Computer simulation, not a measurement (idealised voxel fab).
process module | voxel air gaps
205 nm wide, 5 nm square cells: that's cross-section cut.
How to read a cross-section here: the picture is a grid of square cells, written as bands going from the top down, and any band can span one or more rows of cells.
Band entry format. Leading values: height of top, height of bottom, nm. Remainder: materials in left-to-right order, each with its width in nm. Special words: "everywhere" on a single material, which then fills the band edge to edge; "air", empty space.
Convention: height 0 is the level below which the wafer, as received, is all one material. The lowest band does not terminate at the bottom but continues downward, represented as "top 0, no bottom".
So if you see something like "30->40" for the width, read it as the top row of the band sitting at the first number and the bottom row at the second, with every row in between moving by the same amount as the last.
"no alteration", as given for a step, is the statement that not any cell of the cross-section underwent a change during that step.
Empty spaces counting at least 8 cells and having no open way to the top are listed in "Enclosed void list". The notation width x height at distance is used for each, the distance being from the left edge and all three values in nm.
On each step's line, the part that comes after the settings is the simulator's own comment on the step.
"overlay nm" on a masked step: distance the mask lay right of its planned place, negative for left.
# Listed below are the process steps as planned
1) RECEIVE [material Si]
2) CONFORMAL_DEP [material SiO2] [thk nm 10]
3) CONFORMAL_DEP [material SiCN] [thk nm 5]
4) DIRECTIONAL_DEP [material SiO2] [thk nm 30]
5) PATTERN [tone open] [mask id LINES] [material resist] [width nm 20] [pitch nm 45] [thk nm 20] [overlay nm 0]
6) DIRECTIONAL_ETCH [etch materials SiO2] [depth nm 30]
7) STRIP [etch materials resist]
8) CONFORMAL_DEP [material TiN] [thk nm 5]
9) FILL_DEP [material Cu] [thk nm 10]
10) CMP [height nm 45]
11) EPI [material Ru] [thk nm 10]
12) SELECTIVE_ETCH [etch materials SiO2] [depth nm 40]
13) CONFORMAL_DEP [material SiCN] [thk nm 5]
# As-received state of the wafer in cross-section, equivalent to post-step 1
- top 0, no bottom  Si everywhere
- Enclosed void list: none
# The first of two wafers, cross-sectioned at the end of the module, with the run proceeding as planned
- top 60, bottom 55  30 nm air | 140 nm SiCN | 35 nm air
- top 55, bottom 45  30 nm air | 5 nm SiCN | 40 nm Ru | 5 nm SiCN | 40 nm Ru | 5 nm SiCN | 40 nm Ru | 5 nm SiCN | 35 nm air
- top 45, bottom 40  30 nm air | 15 nm SiCN | 5 nm TiN | 10 nm Cu | 5 nm TiN | 25 nm SiCN | 5 nm TiN | 10 nm Cu | 5 nm TiN | 25 nm SiCN | 5 nm TiN | 10 nm Cu | 5 nm TiN | 15 nm SiCN | 35 nm air
- top 40, bottom 20  40 nm air | 5 nm SiCN | 5 nm TiN | 10 nm Cu | 5 nm TiN | 5 nm SiCN | 15 nm air | 5 nm SiCN | 5 nm TiN | 10 nm Cu | 5 nm TiN | 5 nm SiCN | 15 nm air | 5 nm SiCN | 5 nm TiN | 10 nm Cu | 5 nm TiN | 5 nm SiCN | 45 nm air
- top 20, bottom 15  45 nm SiCN | 20 nm TiN | 25 nm SiCN | 20 nm TiN | 25 nm SiCN | 20 nm TiN | 50 nm SiCN
- top 15, bottom 10  SiCN everywhere
- top 10, bottom 0  SiO2 everywhere
- top 0, no bottom  Si everywhere
- Enclosed void list: 15 x 20 at 70; 15 x 20 at 115
# Cross-section of the latter of the two wafers at module completion. It had an identical start and an identical plan to the former; in running it, one mistake was made
- top 60, bottom 55  40 nm air | 140 nm SiCN | 25 nm air
- top 55, bottom 45  40 nm air | 5 nm SiCN | 40 nm Ru | 5 nm SiCN | 40 nm Ru | 5 nm SiCN | 40 nm Ru | 5 nm SiCN | 25 nm air
- top 45, bottom 40  40 nm air | 15 nm SiCN | 5 nm TiN | 10 nm Cu | 5 nm TiN | 25 nm SiCN | 5 nm TiN | 10 nm Cu | 5 nm TiN | 25 nm SiCN | 5 nm TiN | 10 nm Cu | 5 nm TiN | 15 nm SiCN | 25 nm air
- top 40, bottom 20  50 nm air | 5 nm SiCN | 5 nm TiN | 10 nm Cu | 5 nm TiN | 5 nm SiCN | 15 nm air | 5 nm SiCN | 5 nm TiN | 10 nm Cu | 5 nm TiN | 5 nm SiCN | 15 nm air | 5 nm SiCN | 5 nm TiN | 10 nm Cu | 5 nm TiN | 5 nm SiCN | 35 nm air
- top 20, bottom 15  55 nm SiCN | 20 nm TiN | 25 nm SiCN | 20 nm TiN | 25 nm SiCN | 20 nm TiN | 40 nm SiCN
- top 15, bottom 10  SiCN everywhere
- top 10, bottom 0  SiO2 everywhere
- top 0, no bottom  Si everywhere
- Enclosed void list: 15 x 20 at 80; 15 x 20 at 125
What was done differently from what was planned? step 5 was run on a setting that differed from the plan, and what really ran there is PATTERN [tone open] [mask id LINES] [material resist] [width nm 20] [pitch nm 45] [thk nm 20] [overlay nm 10]
Heads up: at the end the two wafers have identical cell counts per material, they're just laid out differently.
